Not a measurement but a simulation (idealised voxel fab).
process module | voxel self aligned contacts
cross-section cut | 215 nm wide | cells 5 nm
A cross-section is a grid of square cells, given in bands from the top down. A band is one or more rows of cells.
Each band's line starts with the height of the band's top and of its bottom, in nm. Then come its materials from left to right, each with its width in nm. One material with "throughout" fills the band from edge to edge. "air" is empty space.
Height 0 is the level under which the wafer as received is all one material. The lowest band goes on downwards, as in "0 down".
A width such as "30 to 40" changes by the same amount from each row of cells to the next, from the band's top row to its bottom row.
"no change" after a step means that no cell of the cross-section changed.
closed voids: empty space of 8 cells or more with no open way to the top, each as width x height at its distance from the left edge, in nm
after a step's settings: what the simulator itself notes on the step
overlay nm, on a step with a mask: how far to the right of its planned place the mask lay; to the left if negative
plan
1 op RECEIVE | material Si
2 op CONFORMAL_DEP | material SiO2 | thk nm 5
3 op DIRECTIONAL_DEP | material polySi | thk nm 30
4 op DIRECTIONAL_DEP | material SiN | thk nm 15
5 op DIRECTIONAL_DEP | material aC | thk nm 15
6 op PATTERN | tone cover | mask id GATE | material resist | width nm 35 | pitch nm 60 | thk nm 30 | overlay nm 0
7 op DIRECTIONAL_ETCH | etch materials aC | depth nm 15
8 op STRIP | etch materials resist
9 op DIRECTIONAL_ETCH | etch materials SiN | depth nm 15
10 op DIRECTIONAL_ETCH | etch materials polySi | depth nm 30
11 op STRIP | etch materials aC
12 op CONFORMAL_DEP | material SiN | thk nm 5
13 op DIRECTIONAL_ETCH | etch materials SiN | depth nm 5
14 op FILL_DEP | material SiO2 | thk nm 20
15 op CMP | height nm 60
16 op PATTERN | tone open | mask id CONTACT | material resist | width nm 45 | thk nm 20 | overlay nm 0
17 op DIRECTIONAL_ETCH | etch materials SiO2 | depth nm 60
18 op STRIP | etch materials resist
19 op CONFORMAL_DEP | material TiN | thk nm 5
20 op FILL_DEP | material W | thk nm 5
21 op CMP | height nm 60
22 op CONFORMAL_DEP | material SiN | thk nm 5
as received, after step 1
  0 down: Si throughout
  closed voids: none
a wafer at the end: this start, this plan, one mistake
  65 to 60: SiN throughout
  60 to 50: SiO2 80 | TiN 5 to 25 | W 45 to 5 | TiN 5 to 25 | SiO2 80
  50 to 35: SiO2 55 | SiN 45 | TiN 5 | W 5 | TiN 5 | SiN 45 | SiO2 55
  35 to 5: SiO2 55 | SiN 5 | polySi 35 | SiN 5 | TiN 5 | W 5 | TiN 5 | SiN 5 | polySi 35 | SiN 5 | SiO2 55
  5 to 0: SiO2 100 | TiN 15 | SiO2 100
  0 down: Si throughout
  closed voids: none
what went wrong: step 16 ran as: op PATTERN | tone open | mask id CONTACT | material resist | width nm 55 | thk nm 20 | overlay nm 0
